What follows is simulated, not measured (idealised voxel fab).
Process module under the name voxel ribs on slabs
It is cross-section cut that appears here, measuring 190 nm in width, its square cells being 5 nm in size.
Throughout this document, each cross-section is represented as a grid of square cells and is presented as a sequence of bands enumerated from the top downward, where a band comprises one or more rows of cells. Top height, bottom height, nm. Materials left to right, width each, nm. Single material + "all across" = fills band edge to edge. "air" = empty. Height reference: 0 = level under which incoming wafer is all one material. Lowest band: no bottom, runs on downward, e.g. "from 0 down". With a width like "30..40", each row of cells in the band differs from the next by the same amount, the top row carrying the first number and the bottom row the second. Key: "nothing different" - step with no changed cell in the cross-section. In the "Closed internal cavities" entry, you get each enclosed empty space of 8 cells or more, one with no open way to the top, written width x height at distance, distance from the left edge, in nm. If you see something after the settings on a step's line, that's the simulator's own remark about that step. "overlay nm" answers the question of how far to the right of plan the mask lay on a step that has a mask, and when it is negative the answer is to the left.
The steps planned for the process are as follows:
step 1: RECEIVE: material Si
step 2: DIRECTIONAL_DEP: material SiO2, thk nm 30
step 3: DIRECTIONAL_DEP: material polySi, thk nm 20
step 4: DIRECTIONAL_DEP: material aC, thk nm 10
step 5: PATTERN: tone cover, mask id RIB, material resist, width nm 30, thk nm 30, overlay nm 0
step 6: DIRECTIONAL_ETCH: etch materials aC, depth nm 10
step 7: STRIP: etch materials resist
step 8: DIRECTIONAL_ETCH: etch materials polySi, depth nm 5
step 9: STRIP: etch materials aC
step 10: DIRECTIONAL_DEP: material aC, thk nm 10
step 11: PATTERN: tone cover, mask id SLAB, material resist, width nm 80, thk nm 25, overlay nm 0
step 12: DIRECTIONAL_ETCH: etch materials aC, depth nm 10
step 13: STRIP: etch materials resist
step 14: DIRECTIONAL_ETCH: etch materials polySi, depth nm 15
step 15: STRIP: etch materials aC
step 16: FILL_DEP: material SiO2, thk nm 30
step 17: CMP: height nm 70
step 18: DIRECTIONAL_DEP: material TiN, thk nm 5
step 19: PATTERN: tone cover, mask id HEATER, material resist, width nm 40, thk nm 20, overlay nm 0
step 20: DIRECTIONAL_ETCH: etch materials TiN, depth nm 5
step 21: STRIP: etch materials resist
step 22: CONFORMAL_DEP: material SiO2, thk nm 10
Wafer as received: cross-section following step 1:
    from 0 down = Si all across
    Closed internal cavities: none
Starting structure and process plan are as shown above, but one mistake was made in running the module; the wafer cross-section at the end of the module follows:
    from 85 to 80 = air: 65, SiO2: 60, air: 65
    from 80 to 75 = SiO2 all across
    from 75 to 70 = SiO2: 75, TiN: 40, SiO2: 75
    from 70 to 50 = SiO2 all across
    from 50 to 30 = TiN all across
    from 30 to 0 = SiO2 all across
    from 0 down = Si all across
    Closed internal cavities: none
The plan and the run diverged here: step 3: run off-plan, actual operation and settings DIRECTIONAL_DEP: material TiN, thk nm 20
